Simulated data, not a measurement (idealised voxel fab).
process module | voxel capacitor over wiring
Shown is cross-section cut, with a width of 295 nm and square cells of size 5 nm.
In this document a cross-section is written as a grid of square cells. It is given as a series of bands, listed from the top down, and a band is one or more rows of cells.
It is stipulated that each band's entry specify, in nanometres, the height of the top of the band and then that of its bottom, followed by the materials of the band in left-to-right sequence, each together with its width in nanometres. A single material marked by the word "everywhere" is understood to fill the band from edge to edge; the word "empty" is understood to denote empty space.
Measure heights from 0. That's the level where, below it, the as-received wafer is all one material. The lowest band is bottomless and extends downward; write it as in "0 down".
A width given as "30..40" starts at the first number in the band's top row and ends at the second number in its bottom row, shifting by an equal amount at every step from row to row.
"all unchanged" for a step: no cell of the cross-section changed in that step.
Listed in "Closed voids list": every empty space of 8 or more cells without an open way to the top. Form: width x height at distance, the distance being from the left edge, all in nm.
Heads up: the bit after the settings on a step's line is the simulator's remark on that step.
The "overlay nm" setting may appear on a step's line; for a step that uses a mask, it gives how far to the right of its planned position the mask lay, and a negative value indicates the left.

STEPS IN THE PROCESS PLAN
- 1: RECEIVE,material Si
- 2: CONFORMAL_DEP,material SiO2,thk nm 15
- 3: DIRECTIONAL_DEP,material TiN,thk nm 5
- 4: DIRECTIONAL_DEP,material W,thk nm 15
- 5: PATTERN,tone cover,mask id METAL_1,material resist,width nm 25,pitch nm 95,thk nm 15,overlay nm 0
- 6: DIRECTIONAL_ETCH,etch materials W,depth nm 15
- 7: DIRECTIONAL_ETCH,etch materials TiN,depth nm 5
- 8: STRIP,etch materials resist
- 9: CONFORMAL_DEP,material SiCN,thk nm 5
- 10: FILL_DEP,material SiO2,thk nm 5
- 11: CMP,height nm 25
- 12: CONFORMAL_DEP,material SiCN,thk nm 5
- 13: DIRECTIONAL_DEP,material lowk,thk nm 15
- 14: MASKED_ETCH,tone open,mask id PLUG_1,width nm 15,etch materials lowk,depth nm 15,overlay nm 0
- 15: MASKED_ETCH,tone open,mask id PLUG_1,width nm 15,etch materials SiCN,depth nm 5,overlay nm 0
- 16: CONFORMAL_DEP,material TiN,thk nm 5
- 17: FILL_DEP,material Ru,thk nm 5
- 18: CMP,height nm 55
- 19: DIRECTIONAL_DEP,material TiN,thk nm 5
- 20: DIRECTIONAL_DEP,material Al2O3,thk nm 5
- 21: DIRECTIONAL_DEP,material TiN,thk nm 5
- 22: DIRECTIONAL_DEP,material aC,thk nm 15
- 23: PATTERN,tone cover,mask id UPPER_PLATE,material resist,width nm 75,thk nm 35,overlay nm 0
- 24: DIRECTIONAL_ETCH,etch materials aC,depth nm 15
- 25: STRIP,etch materials resist
- 26: DIRECTIONAL_ETCH,etch materials TiN,depth nm 5
- 27: DIRECTIONAL_ETCH,etch materials Al2O3,depth nm 5
- 28: STRIP,etch materials aC
- 29: DIRECTIONAL_DEP,material aC,thk nm 10
- 30: PATTERN,tone cover,mask id LOWER_PLATE,material resist,width nm 85,thk nm 25,overlay nm 0
- 31: DIRECTIONAL_ETCH,etch materials aC,depth nm 10
- 32: STRIP,etch materials resist
- 33: DIRECTIONAL_ETCH,etch materials TiN,depth nm 5
- 34: STRIP,etch materials aC
- 35: FILL_DEP,material SiO2,thk nm 20
- 36: CMP,height nm 85
- 37: PATTERN,tone open,mask id PLUG_2,material resist,width nm 15,thk nm 20,overlay nm 0
- 38: DIRECTIONAL_ETCH,etch materials SiO2,depth nm 15
- 39: STRIP,etch materials resist
- 40: CONFORMAL_DEP,material TiN,thk nm 5
- 41: FILL_DEP,material W,thk nm 5
- 42: CMP,height nm 85
- 43: CONFORMAL_DEP,material SiN,thk nm 5
It is noted that the wafers described herein are identical at the outset and are distinguished by the height nm of step 11; the value stated in the plan corresponds to the first wafer.

CROSS-SECTION OF THE FIRST OF SEVERAL RECEIVED WAFERS, SHOWING ITS STATE AFTER STEP 1
  0 down | Si everywhere
  Closed voids list: none

SHOWN IN CROSS-SECTION: THE FIRST OF SEVERAL WAFERS AT THE END OF THE MODULE, AFTER ITS LAST STEP, STEP 43
  90 to 85 | SiN everywhere
  85 to 75 | SiO2 105 nm  TiN 5 nm  W 5 nm  TiN 5 nm  SiO2 175 nm
  75 to 65 | SiO2 105..95 nm  TiN 15..75 nm  SiO2 175..125 nm
  65 to 60 | SiO2 95 nm  Al2O3 75 nm  SiO2 125 nm
  60 to 55 | SiO2 90 nm  TiN 85 nm  SiO2 120 nm
  55 to 50 | Ru everywhere
  50 to 45 | TiN 100 nm  Ru 5 nm  TiN 190 nm
  45 to 30 | lowk 95 nm  TiN 5 nm  Ru 5 nm  TiN 5 nm  lowk 185 nm
  30 to 25 | SiCN 95 nm  TiN 15 nm  SiCN 185 nm
  25 to 20 | SiO2 80 nm  SiCN 5 nm  W 25 nm  SiCN 5 nm  SiO2 60 nm  SiCN 5 nm  W 25 nm  SiCN 5 nm  SiO2 85 nm
  20 to 15 | SiCN 85 nm  TiN 25 nm  SiCN 70 nm  TiN 25 nm  SiCN 90 nm
  15 to 0 | SiO2 everywhere
  0 down | Si everywhere
  Closed voids list: none

LAST WAFER, END OF MODULE, CROSS-SECTION
  90 to 85 | SiN everywhere
  85 to 75 | SiO2 105 nm  TiN 5 nm  W 5 nm  TiN 5 nm  SiO2 175 nm
  75 to 65 | SiO2 105..95 nm  TiN 15..75 nm  SiO2 175..125 nm
  65 to 60 | SiO2 95 nm  Al2O3 75 nm  SiO2 125 nm
  60 to 55 | SiO2 90 nm  TiN 85 nm  SiO2 120 nm
  55 to 50 | lowk 95 nm  TiN 5 nm  Ru 5 nm  TiN 5 nm  lowk 185 nm
  50 to 45 | SiCN 95 nm  TiN 15 nm  SiCN 185 nm
  45 to 40 | SiO2 everywhere
  40 to 35 | SiO2 80 nm  SiCN 35 nm  SiO2 60 nm  SiCN 35 nm  SiO2 85 nm
  35 to 20 | SiO2 80 nm  SiCN 5 nm  W 25 nm  SiCN 5 nm  SiO2 60 nm  SiCN 5 nm  W 25 nm  SiCN 5 nm  SiO2 85 nm
  20 to 15 | SiCN 85 nm  TiN 25 nm  SiCN 70 nm  TiN 25 nm  SiCN 90 nm
  15 to 0 | SiO2 everywhere
  0 down | Si everywhere
  Closed voids list: none

EACH ROW BELOW IS A WAFER AT THE END OF THE MODULE, LISTING FOR EVERY MATERIAL THE NUMBER OF CELLS IT HAS GAINED (+) OR LOST (-) SINCE IT WAS RECEIVED, FOLLOWED BY ITS CLOSED VOIDS
height nm 25; +15 Al2O3; +63 Ru; +109 SiCN; +59 SiN; +520 SiO2; +116 TiN; +12 W; +168 lowk; Closed voids list: none
height nm 30; +15 Al2O3; +4 Ru; +113 SiCN; +59 SiN; +565 SiO2; +116 TiN; +22 W; +168 lowk; Closed voids list: none
height nm 35; +15 Al2O3; +3 Ru; +117 SiCN; +59 SiN; +610 SiO2; +58 TiN; +32 W; +168 lowk; Closed voids list: none
height nm 40; +15 Al2O3; +2 Ru; +131 SiCN; +59 SiN; +655 SiO2; +56 TiN; +32 W; +112 lowk; Closed voids list: none
height nm 45; +15 Al2O3; +1 Ru; +131 SiCN; +59 SiN; +714 SiO2; +54 TiN; +32 W; +56 lowk; Closed voids list: none
